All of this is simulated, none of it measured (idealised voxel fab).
process module | voxel transistor to metal
cross-section cut | 165 nm wide | cells 5 nm
A cross-section is a grid of square cells, given in bands from the top down. A band is one or more rows of cells.
Each band's line starts with the height of the band's top and of its bottom, in nm. Then come its materials from left to right, each with its width in nm. One material with "throughout" fills the band from edge to edge. "air" is empty space.
Height 0 is the level under which the wafer as received is all one material. The lowest band goes on downwards, as in "0 down".
A width such as "30 to 40" changes by the same amount from each row of cells to the next, from the band's top row to its bottom row.
"no change" after a step means that no cell of the cross-section changed.
closed voids: empty space of 8 cells or more with no open way to the top, each as width x height at its distance from the left edge, in nm
after a step's settings: what the simulator itself notes on the step
overlay nm, on a step with a mask: how far to the right of its planned place the mask lay; to the left if negative
plan
1 op RECEIVE | material Si
2 op CONFORMAL_DEP | material SiO2 | thk nm 5
3 op CONFORMAL_DEP | material SiN | thk nm 10
4 op MASKED_ETCH | tone cover | mask id ACTIVE | width nm 110 | etch materials SiN | depth nm 10 | overlay nm 0
5 op MASKED_ETCH | tone cover | mask id ACTIVE | width nm 110 | etch materials SiO2 | depth nm 5 | overlay nm 0
6 op MASKED_ETCH | tone cover | mask id ACTIVE | width nm 110 | etch materials Si | depth nm 35 | overlay nm 0
7 op FILL_DEP | material SiO2 | thk nm 15
8 op CMP | height nm 15
9 op SELECTIVE_ETCH | etch materials SiO2 | depth nm 10
10 op STRIP | etch materials SiN
11 op SELECTIVE_ETCH | etch materials SiO2 | depth nm 5
12 op OXIDIZE | depth nm 5
13 op DIRECTIONAL_DEP | material polySi | thk nm 20
14 op DIRECTIONAL_DEP | material SiCN | thk nm 10
15 op DIRECTIONAL_DEP | material aC | thk nm 15
16 op PATTERN | tone cover | mask id GATE | material resist | width nm 20 | thk nm 30 | overlay nm 0
17 op DIRECTIONAL_ETCH | etch materials aC | depth nm 15
18 op STRIP | etch materials resist
19 op DIRECTIONAL_ETCH | etch materials SiCN | depth nm 20
20 op DIRECTIONAL_ETCH | etch materials polySi | depth nm 35
21 op STRIP | etch materials aC
22 op CONFORMAL_DEP | material SiO2 | thk nm 5
23 op DIRECTIONAL_ETCH | etch materials SiO2 | depth nm 5
24 op CONFORMAL_DEP | material SiN | thk nm 5
25 op DIRECTIONAL_ETCH | etch materials SiN | depth nm 5
26 op DIRECTIONAL_ETCH | etch materials SiO2 | depth nm 5
27 op DIRECTIONAL_ETCH | etch materials Si | depth nm 10
28 op EPI | material nSi | thk nm 15
29 op FILL_DEP | material SiO2 | thk nm 5
30 op CMP | height nm 35
31 op DIRECTIONAL_DEP | material SiO2 | thk nm 10
32 op PATTERN | tone open | mask id CONTACT | material resist | width nm 35 | pitch nm 65 | thk nm 20 | overlay nm 0
33 op DIRECTIONAL_ETCH | etch materials SiO2 | depth nm 45
34 op STRIP | etch materials resist
35 op CONFORMAL_DEP | material TiN | thk nm 5
36 op FILL_DEP | material Ru | thk nm 10
37 op CMP | height nm 45
38 op CONFORMAL_DEP | material SiN | thk nm 5
39 op DIRECTIONAL_DEP | material lowk | thk nm 20
40 op PATTERN | tone open | mask id METAL_1 | material resist | width nm 20 | pitch nm 80 | thk nm 15 | overlay nm 0
41 op DIRECTIONAL_ETCH | etch materials lowk | depth nm 20
42 op DIRECTIONAL_ETCH | etch materials SiN | depth nm 5
43 op STRIP | etch materials resist
44 op CONFORMAL_DEP | material TiN | thk nm 5
45 op FILL_DEP | material W | thk nm 5
46 op CMP | height nm 70
47 op CONFORMAL_DEP | material SiCN | thk nm 5
varied across the wafers: thk nm of step 13. The plan shows the first wafer's value. All wafers start alike
first wafer as received, after step 1
  0 down: Si throughout
  closed voids: none
first wafer at the end, after step 47
  75 to 70: SiCN throughout
  70 to 50: lowk 30 | TiN 5 | W 10 | TiN 5 | lowk 60 | TiN 5 | W 10 | TiN 5 | lowk 35
  50 to 45: SiN 30 | TiN 20 | SiN 60 | TiN 20 | SiN 35
  45 to 35: SiO2 30 | TiN 5 | Ru 25 | TiN 5 | SiO2 30 | TiN 5 | Ru 25 | TiN 5 | SiO2 35
  35 to 30: SiO2 30 | TiN 5 | Ru 20 | TiN 10 | SiO2 30 | TiN 10 | Ru 20 | TiN 5 | SiO2 35
  30 to 20: SiO2 30 | TiN 5 | Ru 20 | TiN 5 | SiN 5 | SiO2 5 | SiCN 20 | SiO2 5 | SiN 5 | TiN 5 | Ru 20 | TiN 5 | SiO2 35
  20 to 10: SiO2 30 | TiN 5 | Ru 20 to 5 | TiN 5 to 20 | SiN 5 | SiO2 5 | polySi 20 | SiO2 5 | SiN 5 | TiN 5 to 20 | Ru 20 to 5 | TiN 5 | SiO2 35
  10 to 5: SiO2 30 | TiN 5 | Ru 5 | TiN 5 | nSi 15 | SiN 5 | SiO2 5 | polySi 20 | SiO2 5 | SiN 5 | nSi 15 | TiN 5 | Ru 5 | TiN 5 | SiO2 35
  5 to 0: SiO2 30 | TiN 15 | nSi 15 | SiN 5 | SiO2 5 | polySi 20 | SiO2 5 | SiN 5 | nSi 15 | TiN 15 | SiO2 35
  0 to -5: SiO2 20 | nSi 40 | SiO2 40 | nSi 40 | SiO2 25
  -5 to -15: SiO2 25 | nSi 35 | Si 40 | nSi 35 | SiO2 30
  -15 to -35: SiO2 25 | Si 110 | SiO2 30
  -35 down: Si throughout
  closed voids: none
last wafer at the end
  75 to 70: SiCN throughout
  70 to 50: lowk 30 | TiN 5 | W 10 | TiN 5 | lowk 60 | TiN 5 | W 10 | TiN 5 | lowk 35
  50 to 45: SiN 30 | TiN 20 | SiN 60 | TiN 20 | SiN 35
  45 to 35: SiO2 30 | TiN 5 | Ru 25 to 20 | TiN 5 to 10 | SiO2 30 | TiN 5 to 10 | Ru 25 to 20 | TiN 5 | SiO2 35
  35 to 15: SiO2 30 | TiN 5 | Ru 20 | TiN 5 | SiN 5 | SiO2 5 | polySi 20 | SiO2 5 | SiN 5 | TiN 5 | Ru 20 | TiN 5 | SiO2 35
  15 to 10: SiO2 30 | TiN 5 | Ru 5 | TiN 20 | SiN 5 | SiO2 5 | polySi 20 | SiO2 5 | SiN 5 | TiN 20 | Ru 5 | TiN 5 | SiO2 35
  10 to 5: SiO2 30 | TiN 5 | Ru 5 | TiN 5 | nSi 15 | SiN 5 | SiO2 5 | polySi 20 | SiO2 5 | SiN 5 | nSi 15 | TiN 5 | Ru 5 | TiN 5 | SiO2 35
  5 to 0: SiO2 30 | TiN 15 | nSi 15 | SiN 5 | SiO2 5 | polySi 20 | SiO2 5 | SiN 5 | nSi 15 | TiN 15 | SiO2 35
  0 to -5: SiO2 20 | nSi 40 | SiO2 40 | nSi 40 | SiO2 25
  -5 to -15: SiO2 25 | nSi 35 | Si 40 | nSi 35 | SiO2 30
  -15 to -35: SiO2 25 | Si 110 | SiO2 30
  -35 down: Si throughout
  closed voids: none
each wafer at the end: cells of each material gained (+) or lost (-) since it was received, then its closed voids
thk nm 20 | +56 Ru | -127 Si | +41 SiCN | +37 SiN | +230 SiO2 | +70 TiN | +16 W | +100 lowk | +56 nSi | +16 polySi | closed voids: none
thk nm 25 | +54 Ru | -127 Si | +41 SiCN | +39 SiN | +226 SiO2 | +70 TiN | +16 W | +100 lowk | +56 nSi | +20 polySi | closed voids: none
thk nm 30 | +54 Ru | -127 Si | +37 SiCN | +39 SiN | +226 SiO2 | +70 TiN | +16 W | +100 lowk | +56 nSi | +24 polySi | closed voids: none
thk nm 35 | +54 Ru | -127 Si | +33 SiCN | +39 SiN | +226 SiO2 | +70 TiN | +16 W | +100 lowk | +56 nSi | +28 polySi | closed voids: none
